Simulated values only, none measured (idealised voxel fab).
A process module follows: voxel wiring stack.
Cross-sectional view cut (width: 300 nm; square cell size: 5 nm).
Cross-section layout: square cells on a grid; listed as bands, top to bottom; a band spans one or more cell rows. First you get the band's top height and its bottom height, in nm, and then the materials it's made of, left to right, with each width in nm. If you see a single material with "edge to edge", that one covers the band edge to edge. "air" is empty space. Zero point of the height axis is 0; under it, received wafer = one material. Lowest band: continues down indefinitely, "top 0, no bottom". Note: "30->40" means the width goes from the first number (top row of the band) to the second number (bottom row) in equal steps per row of cells. What does "nothing altered" mean for a step? It means no cell of the cross-section changed in that step. Listed in "Enclosed empty spaces": every empty space of 8 or more cells without an open way to the top. Form: width x height at distance, the distance being from the left edge, all in nm. Whatever follows a step's settings on its line is a remark the simulator itself makes about that step. If you see "overlay nm" on a step's line and that step has a mask, it's telling you how far right of where it was planned the mask ended up; a negative number means it went left instead.
[The following list gives the planned process steps]
1) op RECEIVE | material Si
2) op CONFORMAL_DEP | material SiO2 | thk nm 15
3) op DIRECTIONAL_DEP | material TiN | thk nm 5
4) op DIRECTIONAL_DEP | material Ru | thk nm 25
5) op PATTERN | tone cover | mask id METAL_1 | material resist | width nm 20 | pitch nm 35 | thk nm 20 | overlay nm 0
6) op DIRECTIONAL_ETCH | etch materials Ru | depth nm 25
7) op DIRECTIONAL_ETCH | etch materials TiN | depth nm 5
8) op STRIP | etch materials resist
9) op FILL_DEP | material SiO2 | thk nm 5
10) op CMP | height nm 45
11) op CONFORMAL_DEP | material SiCN | thk nm 5
12) op DIRECTIONAL_DEP | material SiO2 | thk nm 30
13) op PATTERN | tone open | mask id METAL_2_HOLES | material resist | width nm 15 | pitch nm 35 | thk nm 20 | overlay nm 0
14) op DIRECTIONAL_ETCH | etch materials SiO2 | depth nm 30
15) op STRIP | etch materials resist
16) op PATTERN | tone open | mask id METAL_2 | material resist | width nm 20 | pitch nm 35 | thk nm 20 | overlay nm 0
17) op DIRECTIONAL_ETCH | etch materials SiO2 | depth nm 15
18) op DIRECTIONAL_ETCH | etch materials SiCN | depth nm 5
19) op STRIP | etch materials resist
20) op CONFORMAL_DEP | material TiN | thk nm 5
21) op FILL_DEP | material Cu | thk nm 10
22) op CMP | height nm 80
23) op CONFORMAL_DEP | material SiCN | thk nm 5
24) op DIRECTIONAL_DEP | material SiO2 | thk nm 10
25) op MASKED_ETCH | tone open | mask id PLUG_2 | width nm 15 | pitch nm 35 | etch materials SiO2 | depth nm 10 | overlay nm 0
26) op MASKED_ETCH | tone open | mask id PLUG_2 | width nm 15 | pitch nm 35 | etch materials SiCN | depth nm 5 | overlay nm 0
27) op EPI | material Ru | thk nm 10
28) op EPI | material Ru | thk nm 5
29) op DIRECTIONAL_DEP | material TiN | thk nm 5
30) op DIRECTIONAL_DEP | material Ru | thk nm 20
31) op MASKED_ETCH | tone cover | mask id METAL_3 | width nm 20 | pitch nm 35 | etch materials Ru | depth nm 20 | overlay nm 0
32) op MASKED_ETCH | tone cover | mask id METAL_3 | width nm 20 | pitch nm 35 | etch materials TiN | depth nm 5 | overlay nm 0
33) op FILL_DEP | material SiO2 | thk nm 10
34) op CMP | height nm 120
35) op CONFORMAL_DEP | material SiCN | thk nm 5
36) op DIRECTIONAL_DEP | material SiO2 | thk nm 20
37) op DIRECTIONAL_DEP | material aC | thk nm 10
38) op PATTERN | tone open | mask id PLUG_3 | material resist | width nm 15 | pitch nm 35 | thk nm 25 | overlay nm 0
39) op DIRECTIONAL_ETCH | etch materials aC | depth nm 10
40) op STRIP | etch materials resist
41) op DIRECTIONAL_ETCH | etch materials SiO2 | depth nm 20
42) op DIRECTIONAL_ETCH | etch materials SiCN | depth nm 5
43) op STRIP | etch materials aC
44) op CONFORMAL_DEP | material TiN | thk nm 5
45) op FILL_DEP | material Cu | thk nm 10
46) op CMP | height nm 145
47) op DIRECTIONAL_DEP | material TiN | thk nm 5
48) op DIRECTIONAL_DEP | material W | thk nm 25
49) op MASKED_ETCH | tone cover | mask id METAL_4 | width nm 20 | pitch nm 35 | etch materials W | depth nm 25 | overlay nm 0
50) op MASKED_ETCH | tone cover | mask id METAL_4 | width nm 20 | pitch nm 35 | etch materials TiN | depth nm 5 | overlay nm 0
51) op CONFORMAL_DEP | material SiN | thk nm 5
52) op FILL_DEP | material lowk | thk nm 5
53) op CMP | height nm 175
54) op CONFORMAL_DEP | material SiN | thk nm 5
[The cross-section here shows the wafer as received, i.e. in its state after step 1]
	top 0, no bottom | Si edge to edge
	Enclosed empty spaces: none
[The plan above was carried out on the starting structure above with one mistake, and this cross-section shows the wafer at the end of the module]
	top 180, bottom 175 | SiN edge to edge
	top 175, bottom 150 | 80 nm lowk, 5 nm SiN, 20 nm W, 5 nm SiN, 5 nm lowk, 5 nm SiN, 20 nm W, 5 nm SiN, 5 nm lowk, 5 nm SiN, 20 nm W, 5 nm SiN, 5 nm lowk, 5 nm SiN, 20 nm W, 5 nm SiN, 85 nm lowk
	top 150, bottom 145 | 85 nm SiN, 20 nm TiN, 15 nm SiN, 20 nm TiN, 15 nm SiN, 20 nm TiN, 15 nm SiN, 20 nm TiN, 90 nm SiN
	top 145, bottom 125 | 85 nm SiO2, 5 nm TiN, 5 nm Cu, 5 nm TiN, 20 nm SiO2, 5 nm TiN, 5 nm Cu, 5 nm TiN, 20 nm SiO2, 5 nm TiN, 5 nm Cu, 5 nm TiN, 20 nm SiO2, 5 nm TiN, 5 nm Cu, 5 nm TiN, 95 nm SiO2
	top 125, bottom 120 | 85 nm SiCN, 15 nm TiN, 20 nm SiCN, 15 nm TiN, 20 nm SiCN, 15 nm TiN, 20 nm SiCN, 15 nm TiN, 95 nm SiCN
	top 120, bottom 100 | 85 nm SiO2, 20 nm Ru, 15 nm SiO2, 20 nm Ru, 15 nm SiO2, 20 nm Ru, 15 nm SiO2, 20 nm Ru, 90 nm SiO2
	top 100, bottom 95 | 85 nm SiO2, 20 nm TiN, 15 nm SiO2, 20 nm TiN, 15 nm SiO2, 20 nm TiN, 15 nm SiO2, 20 nm TiN, 90 nm SiO2
	top 95, bottom 85 | 75 nm SiO2, 140 nm Ru, 85 nm SiO2
	top 85, bottom 80 | 85 nm SiCN, 15 nm Ru, 20 nm SiCN, 15 nm Ru, 20 nm SiCN, 15 nm Ru, 20 nm SiCN, 15 nm Ru, 95 nm SiCN
	top 80, bottom 70 | 85 nm SiO2, 5 nm TiN, 10 nm Cu, 5 nm TiN, 15 nm SiO2, 5 nm TiN, 10 nm Cu, 5 nm TiN, 15 nm SiO2, 5 nm TiN, 10 nm Cu, 5 nm TiN, 15 nm SiO2, 5 nm TiN, 10 nm Cu, 5 nm TiN, 90 nm SiO2
	top 70, bottom 65 | 85 nm SiO2, 5 nm TiN, 5 nm Cu, 10 nm TiN, 15 nm SiO2, 5 nm TiN, 5 nm Cu, 10 nm TiN, 15 nm SiO2, 5 nm TiN, 5 nm Cu, 10 nm TiN, 15 nm SiO2, 5 nm TiN, 5 nm Cu, 10 nm TiN, 90 nm SiO2
	top 65, bottom 50 | 85 nm SiO2, 5 nm TiN, 5 nm Cu, 5 nm TiN, 20 nm SiO2, 5 nm TiN, 5 nm Cu, 5 nm TiN, 20 nm SiO2, 5 nm TiN, 5 nm Cu, 5 nm TiN, 20 nm SiO2, 5 nm TiN, 5 nm Cu, 5 nm TiN, 95 nm SiO2
	top 50, bottom 45 | 85 nm SiCN, 15 nm TiN, 20 nm SiCN, 15 nm TiN, 20 nm SiCN, 15 nm TiN, 20 nm SiCN, 15 nm TiN, 95 nm SiCN
	top 45, bottom 20 | 85 nm SiO2, 20 nm Ru, 15 nm SiO2, 20 nm Ru, 15 nm SiO2, 20 nm Ru, 15 nm SiO2, 20 nm Ru, 90 nm SiO2
	top 20, bottom 15 | 85 nm SiO2, 20 nm TiN, 15 nm SiO2, 20 nm TiN, 15 nm SiO2, 20 nm TiN, 15 nm SiO2, 20 nm TiN, 90 nm SiO2
	top 15, bottom 0 | SiO2 edge to edge
	top 0, no bottom | Si edge to edge
	Enclosed empty spaces: none
Finding, execution versus plan: plan step 24 was not performed, having been skipped
